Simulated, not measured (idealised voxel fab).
process module | voxel quadruple lines
cross-section cut | 230 nm wide | cells 5 nm
A cross-section is a grid of square cells, given in bands from the top down. A band is one or more rows of cells.
Each band's line starts with the height of the band's top and of its bottom, in nm. Then come its materials from left to right, each with its width in nm. One material with "throughout" fills the band from edge to edge. "air" is empty space.
Height 0 is the level under which the wafer as received is all one material. The lowest band goes on downwards, as in "0 down".
A width such as "30 to 40" changes by the same amount from each row of cells to the next, from the band's top row to its bottom row.
"no change" after a step means that no cell of the cross-section changed.
closed voids: empty space of 8 cells or more with no open way to the top, each as width x height at its distance from the left edge, in nm
after a step's settings: what the simulator itself notes on the step
overlay nm, on a step with a mask: how far to the right of its planned place the mask lay; to the left if negative
plan
1 op RECEIVE | material Si
2 op CONFORMAL_DEP | material SiO2 | thk nm 5
3 op DIRECTIONAL_DEP | material W | thk nm 15
4 op DIRECTIONAL_DEP | material polySi | thk nm 20
5 op DIRECTIONAL_DEP | material aC | thk nm 20
6 op PATTERN | tone cover | mask id MANDREL | material resist | width nm 30 | pitch nm 80 | thk nm 25 | overlay nm 0
7 op DIRECTIONAL_ETCH | etch materials aC | depth nm 20
8 op STRIP | etch materials resist
9 op CONFORMAL_DEP | material SiO2 | thk nm 10
10 op DIRECTIONAL_ETCH | etch materials SiO2 | depth nm 10
11 op STRIP | etch materials aC
12 op DIRECTIONAL_ETCH | etch materials polySi | depth nm 20
13 op STRIP | etch materials SiO2
14 op CONFORMAL_DEP | material SiCN | thk nm 5
15 op DIRECTIONAL_ETCH | etch materials SiCN | depth nm 10
16 op STRIP | etch materials polySi
17 op DIRECTIONAL_ETCH | etch materials W | depth nm 15
18 op STRIP | etch materials SiCN
19 op FILL_DEP | material SiO2 | thk nm 5
20 op CMP | height nm 20
varied across the wafers: thk nm of step 14. The plan shows the first wafer's value. All wafers start alike
first wafer as received, after step 1
  0 down: Si throughout
  closed voids: none
each wafer at the end: cells of each material gained (+) or lost (-) since it was received, then its closed voids
thk nm 5 | +160 SiO2 | +24 W | closed voids: none
thk nm 10 | +136 SiO2 | +48 W | closed voids: none
thk nm 15 | +46 SiO2 | +138 W | closed voids: none
thk nm 20 | +46 SiO2 | +138 W | closed voids: none
thk nm 25 | +46 SiO2 | +138 W | closed voids: none
